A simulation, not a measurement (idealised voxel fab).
The following is a process module called voxel gate over fins.
Pictured: cross-section cut, 155 nm wide, on a grid of 5 nm square cells.
In what follows, cross-sections appear as grids of square cells, described through bands that run from the top down, where every band is one or more rows of cells. First you get the band's top height and its bottom height, in nm, and then the materials it's made of, left to right, with each width in nm. If you see a single material with "all across", that one covers the band edge to edge. "empty" is empty space. Beneath 0, the wafer as received is one material, and that level is where height counting begins. The lowest band goes on downward without a bottom; it is written like "0 and below". A two-number width, for instance "30..40", indicates that the width is equal to the first number in the top row of the band and to the second number in the bottom row, and that it changes by a constant amount per row of cells. Step marked "nothing different"? Then no cell in the cross-section changed in it. The label "Closed cavity list" introduces a list of the empty spaces, 8 cells or larger, that have no open way up to the top; each entry in it reads width x height at distance, where the distance is taken from the left edge and all three are stated in nm. On a step's line, text after the settings is the simulator commenting on that step. On any step carrying a mask, the "overlay nm" setting, if present on the step's line, tells how far right of its planned place the mask lay; negative values point to the left.
PLAN
1,RECEIVE with material Si
2,CONFORMAL_DEP with material SiN, thk nm 5
3,PATTERN with tone cover, mask id FINS, material resist, width nm 15, pitch nm 35, thk nm 15, overlay nm 0
4,DIRECTIONAL_ETCH with etch materials SiN, depth nm 5
5,DIRECTIONAL_ETCH with etch materials Si, depth nm 30
6,STRIP with etch materials resist
7,OXIDIZE with depth nm 5
8,FILL_DEP with material SiO2, thk nm 15
9,CMP with height nm 5
10,SELECTIVE_ETCH with etch materials SiO2, depth nm 15
11,STRIP with etch materials SiN
12,CONFORMAL_DEP with material HfO2, thk nm 5
13,CONFORMAL_DEP with material TiN, thk nm 5
14,FILL_DEP with material W, thk nm 10
15,CMP with height nm 15
16,CONFORMAL_DEP with material SiCN, thk nm 10
FIRST WAFER, AS PLANNED
AS-RECEIVED STATE OF THE WAFER IN CROSS-SECTION, EQUIVALENT TO POST-STEP 1
* 0 and below  Si all across
* Closed cavity list: none
CROSS-SECTION OF THE WAFER SUBSEQUENT TO STEP 2
* 5 down to 0  SiN all across
* No changes below 0.
CROSS-SECTION OF THE WAFER SUBSEQUENT TO STEP 3
* 20 down to 5  empty 50, resist 15, empty 20, resist 15, empty 55
* No changes below 5.
CROSS-SECTION OF THE WAFER SUBSEQUENT TO STEP 4
* 20 down to 5  empty 50, resist 15, empty 20, resist 15, empty 55
* 5 down to 0  empty 50, SiN 15, empty 20, SiN 15, empty 55
* No changes below 0.
CROSS-SECTION OF THE WAFER SUBSEQUENT TO STEP 5
* 20 down to 5  empty 50, resist 15, empty 20, resist 15, empty 55
* 5 down to 0  empty 50, SiN 15, empty 20, SiN 15, empty 55
* 0 down to -30  empty 50, Si 15, empty 20, Si 15, empty 55
* No changes below -30.
CROSS-SECTION OF THE WAFER SUBSEQUENT TO STEP 6
* 5 down to 0  empty 50, SiN 15, empty 20, SiN 15, empty 55
* No changes below 0.
CROSS-SECTION OF THE WAFER SUBSEQUENT TO STEP 7
* 5 down to 0  empty 50, SiN 15, empty 20, SiN 15, empty 55
* 0 down to -30  empty 50, SiO2 5, Si 5, SiO2 5, empty 20, SiO2 5, Si 5, SiO2 5, empty 55
* -30 down to -35  SiO2 55, Si 5, SiO2 30, Si 5, SiO2 60
* No changes below -35.
CROSS-SECTION OF THE WAFER SUBSEQUENT TO STEP 8
* 20 down to 5  SiO2 all across
* 5 down to 0  SiO2 50, SiN 15, SiO2 20, SiN 15, SiO2 55
* 0 down to -35  SiO2 55, Si 5, SiO2 30, Si 5, SiO2 60
* No changes below -35.
CROSS-SECTION OF THE WAFER SUBSEQUENT TO STEP 9
* 5 down to 0  SiO2 50, SiN 15, SiO2 20, SiN 15, SiO2 55
* No changes below 0.
CROSS-SECTION OF THE WAFER SUBSEQUENT TO STEP 10
* 5 down to 0  empty 50, SiN 15, empty 20, SiN 15, empty 55
* 0 down to -10  empty 55, Si 5, empty 30, Si 5, empty 60
* No changes below -10.
CROSS-SECTION OF THE WAFER SUBSEQUENT TO STEP 11
* 0 down to -10  empty 55, Si 5, empty 30, Si 5, empty 60
* No changes below -10.
CROSS-SECTION OF THE WAFER SUBSEQUENT TO STEP 12
* 5 down to 0  empty 50, HfO2 15, empty 20, HfO2 15, empty 55
* 0 down to -5  empty 50, HfO2 5, Si 5, HfO2 5, empty 20, HfO2 5, Si 5, HfO2 5, empty 55
* -5 down to -10  HfO2 55, Si 5, HfO2 30, Si 5, HfO2 60
* No changes below -10.
CROSS-SECTION OF THE WAFER SUBSEQUENT TO STEP 13
* 10 down to 5  empty 45, TiN 25, empty 10, TiN 25, empty 50
* 5 down to 0  empty 45, TiN 5, HfO2 15, TiN 5, empty 10, TiN 5, HfO2 15, TiN 5, empty 50
* 0 down to -5  TiN 50, HfO2 5, Si 5, HfO2 5, TiN 20, HfO2 5, Si 5, HfO2 5, TiN 55
* No changes below -5.
CROSS-SECTION OF THE WAFER SUBSEQUENT TO STEP 14
* 20 down to 10  W all across
* 10 down to 5  W 45, TiN 25, W 10, TiN 25, W 50
* 5 down to 0  W 45, TiN 5, HfO2 15, TiN 5, W 10, TiN 5, HfO2 15, TiN 5, W 50
* No changes below 0.
CROSS-SECTION OF THE WAFER SUBSEQUENT TO STEP 15
* 15 down to 10  W all across
* No changes below 10.
CROSS-SECTION OF THE WAFER SUBSEQUENT TO STEP 16
* 25 down to 15  SiCN all across
* No changes below 15.
THE SECOND WAFER: IDENTICAL TO THE FIRST AT THE OUTSET AND IN ITS PLANNED SEQUENCE, DIFFERING ONLY IN THAT ONE MISTAKE WAS MADE DURING PROCESSING; UP TO AND INCLUDING STEP 2, ITS PATH IS THE FIRST WAFER'S PATH
LOOK AT THE SECOND WAFER IN CROSS-SECTION AT THE TIME STEP 3 OUGHT TO HAVE FINISHED
* 20 down to 5  resist 50, empty 15, resist 20, empty 15, resist 55
* No changes below 5.
LOOK AT THE SECOND WAFER IN CROSS-SECTION AT THE TIME STEP 4 OUGHT TO HAVE FINISHED
* 20 down to 5  resist 50, empty 15, resist 20, empty 15, resist 55
* 5 down to 0  SiN 50, empty 15, SiN 20, empty 15, SiN 55
* No changes below 0.
LOOK AT THE SECOND WAFER IN CROSS-SECTION AT THE TIME STEP 5 OUGHT TO HAVE FINISHED
* 20 down to 5  resist 50, empty 15, resist 20, empty 15, resist 55
* 5 down to 0  SiN 50, empty 15, SiN 20, empty 15, SiN 55
* 0 down to -30  Si 50, empty 15, Si 20, empty 15, Si 55
* No changes below -30.
LOOK AT THE SECOND WAFER IN CROSS-SECTION AT THE TIME STEP 6 OUGHT TO HAVE FINISHED
* 5 down to 0  SiN 50, empty 15, SiN 20, empty 15, SiN 55
* No changes below 0.
LOOK AT THE SECOND WAFER IN CROSS-SECTION AT THE TIME STEP 7 OUGHT TO HAVE FINISHED
* 5 down to 0  SiN 50, empty 15, SiN 20, empty 15, SiN 55
* 0 down to -30  Si 45, SiO2 5, empty 15, SiO2 5, Si 10, SiO2 5, empty 15, SiO2 5, Si 50
* -30 down to -35  Si 45, SiO2 25, Si 10, SiO2 25, Si 50
* No changes below -35.
LOOK AT THE SECOND WAFER IN CROSS-SECTION AT THE TIME STEP 8 OUGHT TO HAVE FINISHED
* 20 down to 5  SiO2 all across
* 5 down to 0  SiN 50, SiO2 15, SiN 20, SiO2 15, SiN 55
* 0 down to -35  Si 45, SiO2 25, Si 10, SiO2 25, Si 50
* No changes below -35.
LOOK AT THE SECOND WAFER IN CROSS-SECTION AT THE TIME STEP 9 OUGHT TO HAVE FINISHED
* 5 down to 0  SiN 50, SiO2 15, SiN 20, SiO2 15, SiN 55
* No changes below 0.
LOOK AT THE SECOND WAFER IN CROSS-SECTION AT THE TIME STEP 10 OUGHT TO HAVE FINISHED
* 5 down to 0  SiN 50, empty 15, SiN 20, empty 15, SiN 55
* 0 down to -10  Si 45, empty 25, Si 10, empty 25, Si 50
* No changes below -10.
LOOK AT THE SECOND WAFER IN CROSS-SECTION AT THE TIME STEP 11 OUGHT TO HAVE FINISHED
* 0 down to -10  Si 45, empty 25, Si 10, empty 25, Si 50
* No changes below -10.
LOOK AT THE SECOND WAFER IN CROSS-SECTION AT THE TIME STEP 12 OUGHT TO HAVE FINISHED
* 5 down to 0  HfO2 50, empty 15, HfO2 20, empty 15, HfO2 55
* 0 down to -5  Si 45, HfO2 5, empty 15, HfO2 5, Si 10, HfO2 5, empty 15, HfO2 5, Si 50
* -5 down to -10  Si 45, HfO2 25, Si 10, HfO2 25, Si 50
* No changes below -10.
LOOK AT THE SECOND WAFER IN CROSS-SECTION AT THE TIME STEP 13 OUGHT TO HAVE FINISHED
* 10 down to 5  TiN 55, empty 5, TiN 30, empty 5, TiN 60
* 5 down to 0  HfO2 50, TiN 5, empty 5, TiN 5, HfO2 20, TiN 5, empty 5, TiN 5, HfO2 55
* 0 down to -5  Si 45, HfO2 5, TiN 15, HfO2 5, Si 10, HfO2 5, TiN 15, HfO2 5, Si 50
* No changes below -5.
LOOK AT THE SECOND WAFER IN CROSS-SECTION AT THE TIME STEP 14 OUGHT TO HAVE FINISHED
* 20 down to 10  W all across
* 10 down to 5  TiN 55, W 5, TiN 30, W 5, TiN 60
* 5 down to 0  HfO2 50, TiN 5, W 5, TiN 5, HfO2 20, TiN 5, W 5, TiN 5, HfO2 55
* No changes below 0.
LOOK AT THE SECOND WAFER IN CROSS-SECTION AT THE TIME STEP 15 OUGHT TO HAVE FINISHED
* 15 down to 10  W all across
* No changes below 10.
LOOK AT THE SECOND WAFER IN CROSS-SECTION AT THE TIME STEP 16 OUGHT TO HAVE FINISHED
* 25 down to 15  SiCN all across
* No changes below 15.
Against the plan, the run slipped here: step 3 deviated from plan and actually ran as PATTERN with tone open, mask id FINS, material resist, width nm 15, pitch nm 35, thk nm 15, overlay nm 0
Wafer comparison, final, in cells, second relative to first, materials more or fewer: Si: 133 more; SiO2: 95 fewer; W: 38 fewer
